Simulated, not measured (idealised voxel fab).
This section sets out a process module, namely voxel transistor to metal.
For reference, the cross-section in this document is cut, with width 190 nm and square cells of 5 nm.
Cross-section format: a grid of square cells, given as bands from top to bottom; each band is one or more rows of cells. Band entry format. Leading values: height of top, height of bottom, nm. Remainder: materials in left-to-right order, each with its width in nm. Special words: "throughout" on a single material, which then fills the band edge to edge; "air", empty space. Beneath 0, the wafer as received is one material, and that level is where height counting begins. The lowest band goes on downward without a bottom; it is written like "0 -> down". The expression "30->40" gives the width at the extremes of the band, the first number at its top row of cells and the second at its bottom row, with the width changing by equal amounts from each row to the next in between. No cell of the cross-section changed in a step that is given as "everything unchanged". Empty spaces counting at least 8 cells and having no open way to the top are listed in "Enclosed empty spaces". The notation width x height at distance is used for each, the distance being from the left edge and all three values in nm. Anything after a step's settings on that line? It's the simulator's own note about the step. overlay nm: mask right of planned place by this much (step with mask). Neg. = left.
## Steps in the process plan
1) RECEIVE (material Si)
2) OXIDIZE (depth nm 5)
3) CONFORMAL_DEP (material SiN; thk nm 15)
4) PATTERN (tone cover; mask id ACTIVE; material resist; width nm 115; thk nm 15; overlay nm 0)
5) DIRECTIONAL_ETCH (etch materials SiN; depth nm 15)
6) DIRECTIONAL_ETCH (etch materials SiO2; depth nm 5)
7) DIRECTIONAL_ETCH (etch materials Si; depth nm 30)
8) STRIP (etch materials resist)
9) FILL_DEP (material SiO2; thk nm 15)
10) CMP (height nm 15)
11) SELECTIVE_ETCH (etch materials SiO2; depth nm 15)
12) STRIP (etch materials SiN)
13) SELECTIVE_ETCH (etch materials SiO2; depth nm 5)
14) OXIDIZE (depth nm 5)
15) DIRECTIONAL_DEP (material polySi; thk nm 25)
16) DIRECTIONAL_DEP (material SiCN; thk nm 10)
17) DIRECTIONAL_DEP (material aC; thk nm 10)
18) PATTERN (tone cover; mask id GATE; material resist; width nm 25; thk nm 30; overlay nm 0)
19) DIRECTIONAL_ETCH (etch materials aC; depth nm 10)
20) STRIP (etch materials resist)
21) DIRECTIONAL_ETCH (etch materials SiCN; depth nm 20)
22) DIRECTIONAL_ETCH (etch materials polySi; depth nm 35)
23) STRIP (etch materials aC)
24) CONFORMAL_DEP (material SiO2; thk nm 5)
25) DIRECTIONAL_ETCH (etch materials SiO2; depth nm 5)
26) CONFORMAL_DEP (material SiN; thk nm 5)
27) DIRECTIONAL_ETCH (etch materials SiN; depth nm 5)
28) DIRECTIONAL_ETCH (etch materials SiO2; depth nm 5)
29) DIRECTIONAL_ETCH (etch materials Si; depth nm 10)
30) EPI (material SiGe; thk nm 10)
31) FILL_DEP (material SiO2; thk nm 5)
32) CMP (height nm 30)
33) DIRECTIONAL_DEP (material SiO2; thk nm 15)
34) DIRECTIONAL_DEP (material aC; thk nm 15)
35) PATTERN (tone open; mask id CONTACT; material resist; width nm 30; pitch nm 65; thk nm 30; overlay nm 0)
36) DIRECTIONAL_ETCH (etch materials aC; depth nm 15)
37) STRIP (etch materials resist)
38) DIRECTIONAL_ETCH (etch materials SiO2; depth nm 55)
39) STRIP (etch materials aC)
40) CONFORMAL_DEP (material TiN; thk nm 5)
41) FILL_DEP (material Ru; thk nm 5)
42) CMP (height nm 45)
43) DIRECTIONAL_DEP (material TiN; thk nm 5)
44) DIRECTIONAL_DEP (material Ru; thk nm 25)
45) PATTERN (tone cover; mask id METAL_1; material resist; width nm 20; pitch nm 75; thk nm 15; overlay nm 0)
46) DIRECTIONAL_ETCH (etch materials Ru; depth nm 25)
47) DIRECTIONAL_ETCH (etch materials TiN; depth nm 5)
48) STRIP (etch materials resist)
49) FILL_DEP (material lowk; thk nm 10)
50) CMP (height nm 75)
51) CONFORMAL_DEP (material SiCN; thk nm 5)
52) DIRECTIONAL_DEP (material SiO2; thk nm 25)
53) PATTERN (tone open; mask id METAL_2; material resist; width nm 20; pitch nm 75; thk nm 20; overlay nm 0)
54) DIRECTIONAL_ETCH (etch materials SiO2; depth nm 15)
55) STRIP (etch materials resist)
56) DIRECTIONAL_DEP (material aC; thk nm 15)
57) PATTERN (tone open; mask id METAL_2_HOLES; material resist; width nm 15; pitch nm 75; thk nm 35; overlay nm 0)
58) DIRECTIONAL_ETCH (etch materials aC; depth nm 15)
59) STRIP (etch materials resist)
60) DIRECTIONAL_ETCH (etch materials SiO2; depth nm 10)
61) DIRECTIONAL_ETCH (etch materials SiCN; depth nm 5)
62) STRIP (etch materials aC)
63) CONFORMAL_DEP (material TiN; thk nm 5)
64) FILL_DEP (material Cu; thk nm 5)
65) CMP (height nm 105)
66) CONFORMAL_DEP (material SiCN; thk nm 5)
## First wafer of two (run as planned)
## The cross-section here shows the wafer as received, i.e. in its state after step 1
0 -> down  Si throughout
Enclosed empty spaces: none
## Presented here is a cross-section of the wafer after step 2 has been performed
0 -> -5  SiO2 throughout
Everything under -5 stays put, no change at all.
## Presented here is a cross-section of the wafer after step 3 has been performed
15 -> 0  SiN throughout
Everything under 0 stays put, no change at all.
## Presented here is a cross-section of the wafer after step 4 has been performed
30 -> 15  air 35 | resist 115 | air 40
Everything under 15 stays put, no change at all.
## Presented here is a cross-section of the wafer after step 5 has been performed
30 -> 15  air 35 | resist 115 | air 40
15 -> 0  air 35 | SiN 115 | air 40
Everything under 0 stays put, no change at all.
## Presented here is a cross-section of the wafer after step 6 has been performed
30 -> 15  air 35 | resist 115 | air 40
15 -> 0  air 35 | SiN 115 | air 40
0 -> -5  air 35 | SiO2 115 | air 40
Everything under -5 stays put, no change at all.
## Presented here is a cross-section of the wafer after step 7 has been performed
30 -> 15  air 35 | resist 115 | air 40
15 -> 0  air 35 | SiN 115 | air 40
0 -> -5  air 35 | SiO2 115 | air 40
-5 -> -35  air 35 | Si 115 | air 40
Everything under -35 stays put, no change at all.
## Presented here is a cross-section of the wafer after step 8 has been performed
15 -> 0  air 35 | SiN 115 | air 40
Everything under 0 stays put, no change at all.
## Presented here is a cross-section of the wafer after step 9 has been performed
30 -> 15  SiO2 throughout
15 -> 0  SiO2 35 | SiN 115 | SiO2 40
0 -> -5  SiO2 throughout
-5 -> -35  SiO2 35 | Si 115 | SiO2 40
Everything under -35 stays put, no change at all.
## Presented here is a cross-section of the wafer after step 10 has been performed
15 -> 0  SiO2 35 | SiN 115 | SiO2 40
Everything under 0 stays put, no change at all.
## Presented here is a cross-section of the wafer after step 11 has been performed
15 -> 0  air 35 | SiN 115 | air 40
Everything under 0 stays put, no change at all.
## Presented here is a cross-section of the wafer after step 12 has been performed
0 -> -5  SiO2 throughout
Everything under -5 stays put, no change at all.
## Presented here is a cross-section of the wafer after step 13 has been performed
-5 -> -35  SiO2 35 | Si 115 | SiO2 40
Everything under -35 stays put, no change at all.
## Presented here is a cross-section of the wafer after step 14 has been performed
-5 -> -10  SiO2 throughout
Everything under -10 stays put, no change at all.
## Presented here is a cross-section of the wafer after step 15 has been performed
20 -> -5  polySi throughout
Everything under -5 stays put, no change at all.
## Presented here is a cross-section of the wafer after step 16 has been performed
30 -> 20  SiCN throughout
Everything under 20 stays put, no change at all.
## Presented here is a cross-section of the wafer after step 17 has been performed
40 -> 30  aC throughout
Everything under 30 stays put, no change at all.
## Presented here is a cross-section of the wafer after step 18 has been performed
70 -> 40  air 80 | resist 25 | air 85
Everything under 40 stays put, no change at all.
## Presented here is a cross-section of the wafer after step 19 has been performed
60 -> 40  air 80 | resist 25 | air 85
40 -> 30  air 80 | aC 25 | air 85
Everything under 30 stays put, no change at all.
## Presented here is a cross-section of the wafer after step 20 has been performed
40 -> 30  air 80 | aC 25 | air 85
Everything under 30 stays put, no change at all.
## Presented here is a cross-section of the wafer after step 21 has been performed
40 -> 30  air 80 | aC 25 | air 85
30 -> 20  air 80 | SiCN 25 | air 85
Everything under 20 stays put, no change at all.
## Presented here is a cross-section of the wafer after step 22 has been performed
40 -> 30  air 80 | aC 25 | air 85
30 -> 20  air 80 | SiCN 25 | air 85
20 -> -5  air 80 | polySi 25 | air 85
Everything under -5 stays put, no change at all.
## Presented here is a cross-section of the wafer after step 23 has been performed
30 -> 20  air 80 | SiCN 25 | air 85
Everything under 20 stays put, no change at all.
## Presented here is a cross-section of the wafer after step 24 has been performed
35 -> 30  air 75 | SiO2 35 | air 80
30 -> 20  air 75 | SiO2 5 | SiCN 25 | SiO2 5 | air 80
20 -> 0  air 75 | SiO2 5 | polySi 25 | SiO2 5 | air 80
0 -> -5  SiO2 80 | polySi 25 | SiO2 85
Everything under -5 stays put, no change at all.
## Presented here is a cross-section of the wafer after step 25 has been performed
30 -> 20  air 75 | SiO2 5 | SiCN 25 | SiO2 5 | air 80
20 -> -5  air 75 | SiO2 5 | polySi 25 | SiO2 5 | air 80
Everything under -5 stays put, no change at all.
## Presented here is a cross-section of the wafer after step 26 has been performed
35 -> 30  air 70 | SiN 45 | air 75
30 -> 20  air 70 | SiN 5 | SiO2 5 | SiCN 25 | SiO2 5 | SiN 5 | air 75
20 -> 0  air 70 | SiN 5 | SiO2 5 | polySi 25 | SiO2 5 | SiN 5 | air 75
0 -> -5  SiN 75 | SiO2 5 | polySi 25 | SiO2 5 | SiN 80
Everything under -5 stays put, no change at all.
## Presented here is a cross-section of the wafer after step 27 has been performed
30 -> 20  air 70 | SiN 5 | SiO2 5 | SiCN 25 | SiO2 5 | SiN 5 | air 75
20 -> -5  air 70 | SiN 5 | SiO2 5 | polySi 25 | SiO2 5 | SiN 5 | air 75
Everything under -5 stays put, no change at all.
## Presented here is a cross-section of the wafer after step 28 has been performed
30 -> 25  air 70 | SiN 5 | air 5 | SiCN 25 | air 5 | SiN 5 | air 75
25 -> 20  air 70 | SiN 5 | SiO2 5 | SiCN 25 | SiO2 5 | SiN 5 | air 75
20 -> -5  air 70 | SiN 5 | SiO2 5 | polySi 25 | SiO2 5 | SiN 5 | air 75
-5 -> -10  air 70 | SiO2 45 | air 75
Everything under -10 stays put, no change at all.
## Presented here is a cross-section of the wafer after step 29 has been performed
30 -> 25  air 70 | SiN 5 | air 5 | SiCN 25 | air 5 | SiN 5 | air 75
25 -> 20  air 70 | SiN 5 | SiO2 5 | SiCN 25 | SiO2 5 | SiN 5 | air 75
20 -> -5  air 70 | SiN 5 | SiO2 5 | polySi 25 | SiO2 5 | SiN 5 | air 75
-5 -> -10  air 70 | SiO2 45 | air 75
-10 -> -20  SiO2 35 | air 35 | Si 45 | air 35 | SiO2 40
Everything under -20 stays put, no change at all.
## Presented here is a cross-section of the wafer after step 30 has been performed
30 -> 25  air 70 | SiN 5 | air 5 | SiCN 25 | air 5 | SiN 5 | air 75
25 -> 20  air 70 | SiN 5 | SiO2 5 | SiCN 25 | SiO2 5 | SiN 5 | air 75
20 -> 0  air 70 | SiN 5 | SiO2 5 | polySi 25 | SiO2 5 | SiN 5 | air 75
0 -> -5  air 60 | SiGe 10 | SiN 5 | SiO2 5 | polySi 25 | SiO2 5 | SiN 5 | SiGe 10 | air 65
-5 -> -10  air 60 | SiGe 10 | SiO2 45 | SiGe 10 | air 65
-10 -> -20  SiO2 35 | SiGe 35 | Si 45 | SiGe 35 | SiO2 40
Everything under -20 stays put, no change at all.
## Presented here is a cross-section of the wafer after step 31 has been performed
35 -> 30  SiO2 throughout
30 -> 20  SiO2 70 | SiN 5 | SiO2 5 | SiCN 25 | SiO2 5 | SiN 5 | SiO2 75
20 -> 0  SiO2 70 | SiN 5 | SiO2 5 | polySi 25 | SiO2 5 | SiN 5 | SiO2 75
0 -> -5  SiO2 60 | SiGe 10 | SiN 5 | SiO2 5 | polySi 25 | SiO2 5 | SiN 5 | SiGe 10 | SiO2 65
-5 -> -10  SiO2 60 | SiGe 10 | SiO2 45 | SiGe 10 | SiO2 65
Everything under -10 stays put, no change at all.
## Presented here is a cross-section of the wafer after step 32 has been performed
30 -> 20  SiO2 70 | SiN 5 | SiO2 5 | SiCN 25 | SiO2 5 | SiN 5 | SiO2 75
Everything under 20 stays put, no change at all.
## Presented here is a cross-section of the wafer after step 33 has been performed
45 -> 30  SiO2 throughout
Everything under 30 stays put, no change at all.
## Presented here is a cross-section of the wafer after step 34 has been performed
60 -> 45  aC throughout
Everything under 45 stays put, no change at all.
## Presented here is a cross-section of the wafer after step 35 has been performed
90 -> 60  resist 45 | air 30 | resist 35 | air 30 | resist 50
Everything under 60 stays put, no change at all.
## Presented here is a cross-section of the wafer after step 36 has been performed
75 -> 60  resist 45 | air 30 | resist 35 | air 30 | resist 50
60 -> 45  aC 45 | air 30 | aC 35 | air 30 | aC 50
Everything under 45 stays put, no change at all.
## Presented here is a cross-section of the wafer after step 37 has been performed
60 -> 45  aC 45 | air 30 | aC 35 | air 30 | aC 50
Everything under 45 stays put, no change at all.
## Presented here is a cross-section of the wafer after step 38 has been performed
60 -> 45  aC 45 | air 30 | aC 35 | air 30 | aC 50
45 -> 30  SiO2 45 | air 30 | SiO2 35 | air 30 | SiO2 50
30 -> 20  SiO2 45 | air 25 | SiN 5 | SiO2 5 | SiCN 25 | SiO2 5 | SiN 5 | air 25 | SiO2 50
20 -> 0  SiO2 45 | air 25 | SiN 5 | SiO2 5 | polySi 25 | SiO2 5 | SiN 5 | air 25 | SiO2 50
0 -> -5  SiO2 45 | air 15 | SiGe 10 | SiN 5 | SiO2 5 | polySi 25 | SiO2 5 | SiN 5 | SiGe 10 | air 15 | SiO2 50
-5 -> -10  SiO2 45 | air 15 | SiGe 10 | SiO2 45 | SiGe 10 | air 15 | SiO2 50
Everything under -10 stays put, no change at all.
## Presented here is a cross-section of the wafer after step 39 has been performed
45 -> 30  SiO2 45 | air 30 | SiO2 35 | air 30 | SiO2 50
Everything under 30 stays put, no change at all.
## Presented here is a cross-section of the wafer after step 40 has been performed
50 -> 45  TiN 50 | air 20 | TiN 45 | air 20 | TiN 55
45 -> 35  SiO2 45 | TiN 5 | air 20 | TiN 5 | SiO2 35 | TiN 5 | air 20 | TiN 5 | SiO2 50
35 -> 30  SiO2 45 | TiN 5 | air 15 | TiN 10 | SiO2 35 | TiN 10 | air 15 | TiN 5 | SiO2 50
30 -> 20  SiO2 45 | TiN 5 | air 15 | TiN 5 | SiN 5 | SiO2 5 | SiCN 25 | SiO2 5 | SiN 5 | TiN 5 | air 15 | TiN 5 | SiO2 50
20 -> 5  SiO2 45 | TiN 5 | air 15 | TiN 5 | SiN 5 | SiO2 5 | polySi 25 | SiO2 5 | SiN 5 | TiN 5 | air 15 | TiN 5 | SiO2 50
5 -> 0  SiO2 45 | TiN 5 | air 5 | TiN 15 | SiN 5 | SiO2 5 | polySi 25 | SiO2 5 | SiN 5 | TiN 15 | air 5 | TiN 5 | SiO2 50
0 -> -5  SiO2 45 | TiN 5 | air 5 | TiN 5 | SiGe 10 | SiN 5 | SiO2 5 | polySi 25 | SiO2 5 | SiN 5 | SiGe 10 | TiN 5 | air 5 | TiN 5 | SiO2 50
-5 -> -10  SiO2 45 | TiN 15 | SiGe 10 | SiO2 45 | SiGe 10 | TiN 15 | SiO2 50
Everything under -10 stays put, no change at all.
## Presented here is a cross-section of the wafer after step 41 has been performed
55 -> 50  Ru throughout
50 -> 45  TiN 50 | Ru 20 | TiN 45 | Ru 20 | TiN 55
45 -> 35  SiO2 45 | TiN 5 | Ru 20 | TiN 5 | SiO2 35 | TiN 5 | Ru 20 | TiN 5 | SiO2 50
35 -> 30  SiO2 45 | TiN 5 | Ru 15 | TiN 10 | SiO2 35 | TiN 10 | Ru 15 | TiN 5 | SiO2 50
30 -> 20  SiO2 45 | TiN 5 | Ru 15 | TiN 5 | SiN 5 | SiO2 5 | SiCN 25 | SiO2 5 | SiN 5 | TiN 5 | Ru 15 | TiN 5 | SiO2 50
20 -> 5  SiO2 45 | TiN 5 | Ru 15 | TiN 5 | SiN 5 | SiO2 5 | polySi 25 | SiO2 5 | SiN 5 | TiN 5 | Ru 15 | TiN 5 | SiO2 50
5 -> 0  SiO2 45 | TiN 5 | Ru 5 | TiN 15 | SiN 5 | SiO2 5 | polySi 25 | SiO2 5 | SiN 5 | TiN 15 | Ru 5 | TiN 5 | SiO2 50
0 -> -5  SiO2 45 | TiN 5 | Ru 5 | TiN 5 | SiGe 10 | SiN 5 | SiO2 5 | polySi 25 | SiO2 5 | SiN 5 | SiGe 10 | TiN 5 | Ru 5 | TiN 5 | SiO2 50
Everything under -5 stays put, no change at all.
## Presented here is a cross-section of the wafer after step 42 has been performed
45 -> 35  SiO2 45 | TiN 5 | Ru 20 | TiN 5 | SiO2 35 | TiN 5 | Ru 20 | TiN 5 | SiO2 50
Everything under 35 stays put, no change at all.
## Presented here is a cross-section of the wafer after step 43 has been performed
50 -> 45  TiN throughout
Everything under 45 stays put, no change at all.
## Presented here is a cross-section of the wafer after step 44 has been performed
75 -> 50  Ru throughout
Everything under 50 stays put, no change at all.
## Presented here is a cross-section of the wafer after step 45 has been performed
90 -> 75  air 45 | resist 20 | air 55 | resist 20 | air 50
Everything under 75 stays put, no change at all.
## Presented here is a cross-section of the wafer after step 46 has been performed
90 -> 75  air 45 | resist 20 | air 55 | resist 20 | air 50
75 -> 50  air 45 | Ru 20 | air 55 | Ru 20 | air 50
Everything under 50 stays put, no change at all.
## Presented here is a cross-section of the wafer after step 47 has been performed
90 -> 75  air 45 | resist 20 | air 55 | resist 20 | air 50
75 -> 50  air 45 | Ru 20 | air 55 | Ru 20 | air 50
50 -> 45  air 45 | TiN 20 | air 55 | TiN 20 | air 50
Everything under 45 stays put, no change at all.
## Presented here is a cross-section of the wafer after step 48 has been performed
75 -> 50  air 45 | Ru 20 | air 55 | Ru 20 | air 50
Everything under 50 stays put, no change at all.
## Presented here is a cross-section of the wafer after step 49 has been performed
85 -> 75  lowk throughout
75 -> 50  lowk 45 | Ru 20 | lowk 55 | Ru 20 | lowk 50
50 -> 45  lowk 45 | TiN 20 | lowk 55 | TiN 20 | lowk 50
Everything under 45 stays put, no change at all.
## Presented here is a cross-section of the wafer after step 50 has been performed
75 -> 50  lowk 45 | Ru 20 | lowk 55 | Ru 20 | lowk 50
Everything under 50 stays put, no change at all.
## Presented here is a cross-section of the wafer after step 51 has been performed
80 -> 75  SiCN throughout
Everything under 75 stays put, no change at all.
## Presented here is a cross-section of the wafer after step 52 has been performed
105 -> 80  SiO2 throughout
Everything under 80 stays put, no change at all.
## Presented here is a cross-section of the wafer after step 53 has been performed
125 -> 105  resist 45 | air 20 | resist 55 | air 20 | resist 50
Everything under 105 stays put, no change at all.
## Presented here is a cross-section of the wafer after step 54 has been performed
125 -> 105  resist 45 | air 20 | resist 55 | air 20 | resist 50
105 -> 90  SiO2 45 | air 20 | SiO2 55 | air 20 | SiO2 50
Everything under 90 stays put, no change at all.
## Presented here is a cross-section of the wafer after step 55 has been performed
105 -> 90  SiO2 45 | air 20 | SiO2 55 | air 20 | SiO2 50
Everything under 90 stays put, no change at all.
## Presented here is a cross-section of the wafer after step 56 has been performed
120 -> 105  aC 45 | air 20 | aC 55 | air 20 | aC 50
105 -> 90  SiO2 45 | aC 20 | SiO2 55 | aC 20 | SiO2 50
Everything under 90 stays put, no change at all.
## Presented here is a cross-section of the wafer after step 57 has been performed
155 -> 120  resist 45 | air 15 | resist 60 | air 15 | resist 55
120 -> 105  aC 45 | air 15 | resist 5 | aC 55 | air 15 | resist 5 | aC 50
Everything under 105 stays put, no change at all.
## Presented here is a cross-section of the wafer after step 58 has been performed
140 -> 120  resist 45 | air 15 | resist 60 | air 15 | resist 55
120 -> 105  aC 45 | air 15 | resist 5 | aC 55 | air 15 | resist 5 | aC 50
105 -> 90  SiO2 45 | air 15 | aC 5 | SiO2 55 | air 15 | aC 5 | SiO2 50
Everything under 90 stays put, no change at all.
## Presented here is a cross-section of the wafer after step 59 has been performed
120 -> 105  aC 45 | air 20 | aC 55 | air 20 | aC 50
Everything under 105 stays put, no change at all.
## Presented here is a cross-section of the wafer after step 60 has been performed
120 -> 105  aC 45 | air 20 | aC 55 | air 20 | aC 50
105 -> 90  SiO2 45 | air 15 | aC 5 | SiO2 55 | air 15 | aC 5 | SiO2 50
90 -> 80  SiO2 45 | air 15 | SiO2 60 | air 15 | SiO2 55
Everything under 80 stays put, no change at all.
## Presented here is a cross-section of the wafer after step 61 has been performed
120 -> 105  aC 45 | air 20 | aC 55 | air 20 | aC 50
105 -> 90  SiO2 45 | air 15 | aC 5 | SiO2 55 | air 15 | aC 5 | SiO2 50
90 -> 80  SiO2 45 | air 15 | SiO2 60 | air 15 | SiO2 55
80 -> 75  SiCN 45 | air 15 | SiCN 60 | air 15 | SiCN 55
Everything under 75 stays put, no change at all.
## Presented here is a cross-section of the wafer after step 62 has been performed
105 -> 90  SiO2 45 | air 20 | SiO2 55 | air 20 | SiO2 50
Everything under 90 stays put, no change at all.
## Presented here is a cross-section of the wafer after step 63 has been performed
110 -> 105  TiN 50 | air 10 | TiN 65 | air 10 | TiN 55
105 -> 95  SiO2 45 | TiN 5 | air 10 | TiN 5 | SiO2 55 | TiN 5 | air 10 | TiN 5 | SiO2 50
95 -> 90  SiO2 45 | TiN 5 | air 5 | TiN 10 | SiO2 55 | TiN 5 | air 5 | TiN 10 | SiO2 50
90 -> 80  SiO2 45 | TiN 5 | air 5 | TiN 5 | SiO2 60 | TiN 5 | air 5 | TiN 5 | SiO2 55
80 -> 75  SiCN 45 | TiN 15 | SiCN 60 | TiN 15 | SiCN 55
Everything under 75 stays put, no change at all.
## Presented here is a cross-section of the wafer after step 64 has been performed
115 -> 110  Cu throughout
110 -> 105  TiN 50 | Cu 10 | TiN 65 | Cu 10 | TiN 55
105 -> 95  SiO2 45 | TiN 5 | Cu 10 | TiN 5 | SiO2 55 | TiN 5 | Cu 10 | TiN 5 | SiO2 50
95 -> 90  SiO2 45 | TiN 5 | Cu 5 | TiN 10 | SiO2 55 | TiN 5 | Cu 5 | TiN 10 | SiO2 50
90 -> 80  SiO2 45 | TiN 5 | Cu 5 | TiN 5 | SiO2 60 | TiN 5 | Cu 5 | TiN 5 | SiO2 55
Everything under 80 stays put, no change at all.
## Presented here is a cross-section of the wafer after step 65 has been performed
105 -> 95  SiO2 45 | TiN 5 | Cu 10 | TiN 5 | SiO2 55 | TiN 5 | Cu 10 | TiN 5 | SiO2 50
Everything under 95 stays put, no change at all.
## Presented here is a cross-section of the wafer after step 66 has been performed
110 -> 105  SiCN throughout
Everything under 105 stays put, no change at all.
## The second wafer began exactly as the first did and followed the same plan, but one mistake was made while running it; through step 32 inclusive, the two wafers are identical
## Cross-section of the second wafer at the time by which step 33 should have been completed according to the plan
45 -> 30  polySi throughout
Everything under 30 stays put, no change at all.
## Cross-section of the second wafer at the time by which step 34 should have been completed according to the plan
60 -> 45  aC throughout
Everything under 45 stays put, no change at all.
## Cross-section of the second wafer at the time by which step 35 should have been completed according to the plan
90 -> 60  resist 45 | air 30 | resist 35 | air 30 | resist 50
Everything under 60 stays put, no change at all.
## Cross-section of the second wafer at the time by which step 36 should have been completed according to the plan
75 -> 60  resist 45 | air 30 | resist 35 | air 30 | resist 50
60 -> 45  aC 45 | air 30 | aC 35 | air 30 | aC 50
Everything under 45 stays put, no change at all.
## Cross-section of the second wafer at the time by which step 37 should have been completed according to the plan
60 -> 45  aC 45 | air 30 | aC 35 | air 30 | aC 50
Everything under 45 stays put, no change at all.
Cross-section of the second wafer at the time by which step 38 should have been completed according to the plan: everything unchanged
## Cross-section of the second wafer at the time by which step 39 should have been completed according to the plan
45 -> 30  polySi throughout
Everything under 30 stays put, no change at all.
## Cross-section of the second wafer at the time by which step 40 should have been completed according to the plan
50 -> 45  TiN throughout
Everything under 45 stays put, no change at all.
## Cross-section of the second wafer at the time by which step 41 should have been completed according to the plan
55 -> 50  Ru throughout
Everything under 50 stays put, no change at all.
## Cross-section of the second wafer at the time by which step 42 should have been completed according to the plan
45 -> 30  polySi throughout
Everything under 30 stays put, no change at all.
## Cross-section of the second wafer at the time by which step 43 should have been completed according to the plan
50 -> 45  TiN throughout
Everything under 45 stays put, no change at all.
## Cross-section of the second wafer at the time by which step 44 should have been completed according to the plan
75 -> 50  Ru throughout
Everything under 50 stays put, no change at all.
## Cross-section of the second wafer at the time by which step 45 should have been completed according to the plan
90 -> 75  air 45 | resist 20 | air 55 | resist 20 | air 50
Everything under 75 stays put, no change at all.
## Cross-section of the second wafer at the time by which step 46 should have been completed according to the plan
90 -> 75  air 45 | resist 20 | air 55 | resist 20 | air 50
75 -> 50  air 45 | Ru 20 | air 55 | Ru 20 | air 50
Everything under 50 stays put, no change at all.
## Cross-section of the second wafer at the time by which step 47 should have been completed according to the plan
90 -> 75  air 45 | resist 20 | air 55 | resist 20 | air 50
75 -> 50  air 45 | Ru 20 | air 55 | Ru 20 | air 50
50 -> 45  air 45 | TiN 20 | air 55 | TiN 20 | air 50
Everything under 45 stays put, no change at all.
## Cross-section of the second wafer at the time by which step 48 should have been completed according to the plan
75 -> 50  air 45 | Ru 20 | air 55 | Ru 20 | air 50
Everything under 50 stays put, no change at all.
## Cross-section of the second wafer at the time by which step 49 should have been completed according to the plan
85 -> 75  lowk throughout
75 -> 50  lowk 45 | Ru 20 | lowk 55 | Ru 20 | lowk 50
50 -> 45  lowk 45 | TiN 20 | lowk 55 | TiN 20 | lowk 50
Everything under 45 stays put, no change at all.
## Cross-section of the second wafer at the time by which step 50 should have been completed according to the plan
75 -> 50  lowk 45 | Ru 20 | lowk 55 | Ru 20 | lowk 50
Everything under 50 stays put, no change at all.
## Cross-section of the second wafer at the time by which step 51 should have been completed according to the plan
80 -> 75  SiCN throughout
Everything under 75 stays put, no change at all.
## Cross-section of the second wafer at the time by which step 52 should have been completed according to the plan
105 -> 80  SiO2 throughout
Everything under 80 stays put, no change at all.
## Cross-section of the second wafer at the time by which step 53 should have been completed according to the plan
125 -> 105  resist 45 | air 20 | resist 55 | air 20 | resist 50
Everything under 105 stays put, no change at all.
## Cross-section of the second wafer at the time by which step 54 should have been completed according to the plan
125 -> 105  resist 45 | air 20 | resist 55 | air 20 | resist 50
105 -> 90  SiO2 45 | air 20 | SiO2 55 | air 20 | SiO2 50
Everything under 90 stays put, no change at all.
## Cross-section of the second wafer at the time by which step 55 should have been completed according to the plan
105 -> 90  SiO2 45 | air 20 | SiO2 55 | air 20 | SiO2 50
Everything under 90 stays put, no change at all.
## Cross-section of the second wafer at the time by which step 56 should have been completed according to the plan
120 -> 105  aC 45 | air 20 | aC 55 | air 20 | aC 50
105 -> 90  SiO2 45 | aC 20 | SiO2 55 | aC 20 | SiO2 50
Everything under 90 stays put, no change at all.
## Cross-section of the second wafer at the time by which step 57 should have been completed according to the plan
155 -> 120  resist 45 | air 15 | resist 60 | air 15 | resist 55
120 -> 105  aC 45 | air 15 | resist 5 | aC 55 | air 15 | resist 5 | aC 50
Everything under 105 stays put, no change at all.
## Cross-section of the second wafer at the time by which step 58 should have been completed according to the plan
140 -> 120  resist 45 | air 15 | resist 60 | air 15 | resist 55
120 -> 105  aC 45 | air 15 | resist 5 | aC 55 | air 15 | resist 5 | aC 50
105 -> 90  SiO2 45 | air 15 | aC 5 | SiO2 55 | air 15 | aC 5 | SiO2 50
Everything under 90 stays put, no change at all.
## Cross-section of the second wafer at the time by which step 59 should have been completed according to the plan
120 -> 105  aC 45 | air 20 | aC 55 | air 20 | aC 50
Everything under 105 stays put, no change at all.
## Cross-section of the second wafer at the time by which step 60 should have been completed according to the plan
120 -> 105  aC 45 | air 20 | aC 55 | air 20 | aC 50
105 -> 90  SiO2 45 | air 15 | aC 5 | SiO2 55 | air 15 | aC 5 | SiO2 50
90 -> 80  SiO2 45 | air 15 | SiO2 60 | air 15 | SiO2 55
Everything under 80 stays put, no change at all.
## Cross-section of the second wafer at the time by which step 61 should have been completed according to the plan
120 -> 105  aC 45 | air 20 | aC 55 | air 20 | aC 50
105 -> 90  SiO2 45 | air 15 | aC 5 | SiO2 55 | air 15 | aC 5 | SiO2 50
90 -> 80  SiO2 45 | air 15 | SiO2 60 | air 15 | SiO2 55
80 -> 75  SiCN 45 | air 15 | SiCN 60 | air 15 | SiCN 55
Everything under 75 stays put, no change at all.
## Cross-section of the second wafer at the time by which step 62 should have been completed according to the plan
105 -> 90  SiO2 45 | air 20 | SiO2 55 | air 20 | SiO2 50
Everything under 90 stays put, no change at all.
## Cross-section of the second wafer at the time by which step 63 should have been completed according to the plan
110 -> 105  TiN 50 | air 10 | TiN 65 | air 10 | TiN 55
105 -> 95  SiO2 45 | TiN 5 | air 10 | TiN 5 | SiO2 55 | TiN 5 | air 10 | TiN 5 | SiO2 50
95 -> 90  SiO2 45 | TiN 5 | air 5 | TiN 10 | SiO2 55 | TiN 5 | air 5 | TiN 10 | SiO2 50
90 -> 80  SiO2 45 | TiN 5 | air 5 | TiN 5 | SiO2 60 | TiN 5 | air 5 | TiN 5 | SiO2 55
80 -> 75  SiCN 45 | TiN 15 | SiCN 60 | TiN 15 | SiCN 55
Everything under 75 stays put, no change at all.
## Cross-section of the second wafer at the time by which step 64 should have been completed according to the plan
115 -> 110  Cu throughout
110 -> 105  TiN 50 | Cu 10 | TiN 65 | Cu 10 | TiN 55
105 -> 95  SiO2 45 | TiN 5 | Cu 10 | TiN 5 | SiO2 55 | TiN 5 | Cu 10 | TiN 5 | SiO2 50
95 -> 90  SiO2 45 | TiN 5 | Cu 5 | TiN 10 | SiO2 55 | TiN 5 | Cu 5 | TiN 10 | SiO2 50
90 -> 80  SiO2 45 | TiN 5 | Cu 5 | TiN 5 | SiO2 60 | TiN 5 | Cu 5 | TiN 5 | SiO2 55
Everything under 80 stays put, no change at all.
## Cross-section of the second wafer at the time by which step 65 should have been completed according to the plan
105 -> 95  SiO2 45 | TiN 5 | Cu 10 | TiN 5 | SiO2 55 | TiN 5 | Cu 10 | TiN 5 | SiO2 50
Everything under 95 stays put, no change at all.
## Cross-section of the second wafer at the time by which step 66 should have been completed according to the plan
110 -> 105  SiCN throughout
Everything under 105 stays put, no change at all.
Short version of what went wrong: step 33 ran as: DIRECTIONAL_DEP (material polySi; thk nm 15)
The final cell counts differ between the wafers, with the second having more or fewer of some materials than the first: 56 fewer of Ru, 6 fewer of SiO2, 52 fewer of TiN, 114 more of polySi
